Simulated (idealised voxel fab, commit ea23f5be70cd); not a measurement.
Name of the process module below: voxel wiring stack
Shown is cross-section cut, with a width of 250 nm and square cells of size 5 nm.
Cross-section layout: square cells on a grid; listed as bands, top to bottom; a band spans one or more cell rows. Top, bottom (nm), then materials left to right with widths (nm); lone material tagged "edge to edge" fills the whole band edge to edge; "air" = empty space. Height datum 0, below which the as-received substrate wafer is one material. Lowest band open at the bottom, running downward: "0..down". Graded width ("30 to 40"): value in top row of band = first number; value in bottom row = second number; row-to-row change constant. The designation "stayed the same", where it is given for a processing step, indicates that no cell of the cross-section was altered in the course of that step. You'll see "Enclosed voids" listing empty spaces that have no way open to the top, as long as they're 8 cells or more; the notation is width x height at distance, where the distance is from the left edge, and all of it is in nm. That trailing text on a step's line, after the settings, is the simulator's own remark on the step. If you see "overlay nm" on a step's line and that step has a mask, it's telling you how far right of where it was planned the mask ended up; a negative number means it went left instead.

PROCESS STEPS FORESEEN IN THE PLAN
1. op RECEIVE | material Si
2. op CONFORMAL_DEP | material SiO2 | thk nm 15
3. op CONFORMAL_DEP | material SiN | thk nm 5
4. op DIRECTIONAL_DEP | material lowk | thk nm 20
5. op MASKED_ETCH | tone open | mask id METAL_1 | width nm 30 | pitch nm 60 | etch materials lowk | depth nm 20 | overlay nm 0
6. op MASKED_ETCH | tone open | mask id METAL_1 | width nm 30 | pitch nm 60 | etch materials SiN | depth nm 5 | overlay nm 0
7. op CONFORMAL_DEP | material TiN | thk nm 5
8. op FILL_DEP | material Cu | thk nm 10
9. op CMP | height nm 40
10. op CONFORMAL_DEP | material SiCN | thk nm 5
11. op DIRECTIONAL_DEP | material lowk | thk nm 20
12. op PATTERN | tone open | mask id PLUG_1 | material resist | width nm 15 | pitch nm 60 | thk nm 15 | overlay nm 0
13. op DIRECTIONAL_ETCH | etch materials lowk | depth nm 20
14. op DIRECTIONAL_ETCH | etch materials SiCN | depth nm 5
15. op STRIP | etch materials resist
16. op CONFORMAL_DEP | material TiN | thk nm 5
17. op FILL_DEP | material Ru | thk nm 5
18. op CMP | height nm 65
19. op CONFORMAL_DEP | material SiN | thk nm 5
20. op DIRECTIONAL_DEP | material SiO2 | thk nm 15
21. op DIRECTIONAL_DEP | material aC | thk nm 15
22. op PATTERN | tone open | mask id METAL_2 | material resist | width nm 30 | pitch nm 60 | thk nm 35 | overlay nm 0
23. op DIRECTIONAL_ETCH | etch materials aC | depth nm 15
24. op STRIP | etch materials resist
25. op DIRECTIONAL_ETCH | etch materials SiO2 | depth nm 15
26. op DIRECTIONAL_ETCH | etch materials SiN | depth nm 5
27. op STRIP | etch materials aC
28. op CONFORMAL_DEP | material TiN | thk nm 5
29. op FILL_DEP | material Cu | thk nm 5
30. op CMP | height nm 85
31. op CONFORMAL_DEP | material SiN | thk nm 5

CROSS-SECTION OF THE WAFER UPON ARRIVAL, REPRESENTING THE STATE REACHED AFTER STEP 1
> 0..down  Si edge to edge
> Enclosed voids: none

FIRST WAFER OF TWO, SECTIONED AT END OF MODULE; RUN WENT PER PLAN
> 90..85  SiN edge to edge
> 85..70  50 nm SiO2, then 5 nm TiN, then 20 nm Cu, then 5 nm TiN, then 30 nm SiO2, then 5 nm TiN, then 20 nm Cu, then 5 nm TiN, then 30 nm SiO2, then 5 nm TiN, then 20 nm Cu, then 5 nm TiN, then 50 nm SiO2
> 70..65  50 nm SiN, then 30 nm TiN, then 30 nm SiN, then 30 nm TiN, then 30 nm SiN, then 30 nm TiN, then 50 nm SiN
> 65..45  50 nm lowk, then 5 nm TiN, then 5 nm Ru, then 5 nm TiN, then 45 nm lowk, then 5 nm TiN, then 5 nm Ru, then 5 nm TiN, then 45 nm lowk, then 5 nm TiN, then 5 nm Ru, then 5 nm TiN, then 65 nm lowk
> 45..40  50 nm SiCN, then 15 nm TiN, then 45 nm SiCN, then 15 nm TiN, then 45 nm SiCN, then 15 nm TiN, then 65 nm SiCN
> 40..20  50 nm lowk, then 5 nm TiN, then 20 nm Cu, then 5 nm TiN, then 30 nm lowk, then 5 nm TiN, then 20 nm Cu, then 5 nm TiN, then 30 nm lowk, then 5 nm TiN, then 20 nm Cu, then 5 nm TiN, then 50 nm lowk
> 20..15  50 nm SiN, then 30 nm TiN, then 30 nm SiN, then 30 nm TiN, then 30 nm SiN, then 30 nm TiN, then 50 nm SiN
> 15..0  SiO2 edge to edge
> 0..down  Si edge to edge
> Enclosed voids: none

CROSS-SECTION, WAFER TWO OF TWO, END OF MODULE: SAME START AND PLAN AS WAFER ONE, ONE ERROR IN EXECUTION
> 90..85  SiN edge to edge
> 85..70  45 nm Cu, then 5 nm TiN, then 30 nm SiO2, then 5 nm TiN, then 20 nm Cu, then 5 nm TiN, then 30 nm SiO2, then 5 nm TiN, then 20 nm Cu, then 5 nm TiN, then 30 nm SiO2, then 5 nm TiN, then 45 nm Cu
> 70..65  50 nm TiN, then 30 nm SiN, then 30 nm TiN, then 30 nm SiN, then 30 nm TiN, then 30 nm SiN, then 50 nm TiN
> 65..45  50 nm lowk, then 5 nm TiN, then 5 nm Ru, then 5 nm TiN, then 45 nm lowk, then 5 nm TiN, then 5 nm Ru, then 5 nm TiN, then 45 nm lowk, then 5 nm TiN, then 5 nm Ru, then 5 nm TiN, then 65 nm lowk
> 45..40  50 nm SiCN, then 15 nm TiN, then 45 nm SiCN, then 15 nm TiN, then 45 nm SiCN, then 15 nm TiN, then 65 nm SiCN
> 40..20  50 nm lowk, then 5 nm TiN, then 20 nm Cu, then 5 nm TiN, then 30 nm lowk, then 5 nm TiN, then 20 nm Cu, then 5 nm TiN, then 30 nm lowk, then 5 nm TiN, then 20 nm Cu, then 5 nm TiN, then 50 nm lowk
> 20..15  50 nm SiN, then 30 nm TiN, then 30 nm SiN, then 30 nm TiN, then 30 nm SiN, then 30 nm TiN, then 50 nm SiN
> 15..0  SiO2 edge to edge
> 0..down  Si edge to edge
> Enclosed voids: none
So what did we get wrong on this run? step 22 did not use the planned setting and instead ran as op PATTERN | tone cover | mask id METAL_2 | material resist | width nm 30 | pitch nm 60 | thk nm 35 | overlay nm 0
Bottom line after processing is that, in cells, the second wafer is up or down on some materials versus the first: 42 more of Cu; 14 fewer of SiN; 42 fewer of SiO2; 14 more of TiN
